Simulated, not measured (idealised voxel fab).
This section sets out a process module, namely voxel plated lines.
Each square cell in cross-section cut measures 5 nm, and the section as a whole is 285 nm wide.
Cross-section, as written here: a square-cell grid given band by band from the top down, where a band holds one or more rows of cells. Quick guide to a band line: top height, bottom height (nm) up front; then every material left to right with its width in nm. Only one material and it's marked "full width"? Then it fills the band edge to edge. And "blank" just means empty space. For the purposes of this specification, 0 denotes the height below which the wafer in its as-received condition is composed wholly of one material, and the lowermost band, lacking a lower limit, extends downward without end, as expressed in "0 down". Per-row width for "30 to 40": begins at first number (top row of band), ends at second number (bottom row), increment between rows held constant. "remained unchanged" after a step means that no cell of the cross-section changed. "Sealed void inventory" means: voids of 8 cells or more that are shut off from the top with no open way through. Written width x height at distance, distance from the left edge, in nm. Where a step's line continues beyond its settings, the continuation is a remark by the simulator itself on that step. A step's line can hold "overlay nm"; with a mask on that step, the setting says how far right of the planned place the mask lay, while a negative setting says it lay to the left.
So here's the lineup of process steps we planned:
1: RECEIVE | material Si
2: CONFORMAL_DEP | material SiN | thk nm 10
3: DIRECTIONAL_DEP | material TiN | thk nm 5
4: PATTERN | tone open | mask id LINES | material resist | width nm 20 | pitch nm 40 | thk nm 15 | overlay nm 0
5: EPI | material Ru | thk nm 10
6: STRIP | etch materials resist
7: DIRECTIONAL_ETCH | etch materials TiN | depth nm 5
8: CONFORMAL_DEP | material SiN | thk nm 10
Wafer at receipt (post step 1), cross-section:
0 down: Si full width
Sealed void inventory: none
End-of-module XS, first of two wafers, run as planned:
35 to 25: blank (100), then SiN (80), then blank (105)
25 to 20: blank (100), then SiN (10), then Ru (20), then SiN (20), then Ru (20), then SiN (10), then blank (105)
20 to 15: SiN (110), then Ru (20), then SiN (20), then Ru (20), then SiN (115)
15 to 10: SiN (110), then TiN (20), then SiN (20), then TiN (20), then SiN (115)
10 to 0: SiN full width
0 down: Si full width
Sealed void inventory: none
This is the second of the two wafers, cross-sectioned at the end of the module; it started exactly like the first and was given the same plan, but it was run with one mistake:
35 to 25: SiN full width
25 to 15: Ru (110), then SiN (20), then Ru (20), then SiN (20), then Ru (115)
15 to 10: TiN (110), then SiN (20), then TiN (20), then SiN (20), then TiN (115)
10 to 0: SiN full width
0 down: Si full width
Sealed void inventory: none
The plan and the run diverged here: so step 4 ended up running with a different setting than we planned, it ran as PATTERN | tone cover | mask id LINES | material resist | width nm 20 | pitch nm 40 | thk nm 15 | overlay nm 0
Counted in cells at the end, the second wafer holds more or fewer of these materials than the first: Ru +82, TiN +41
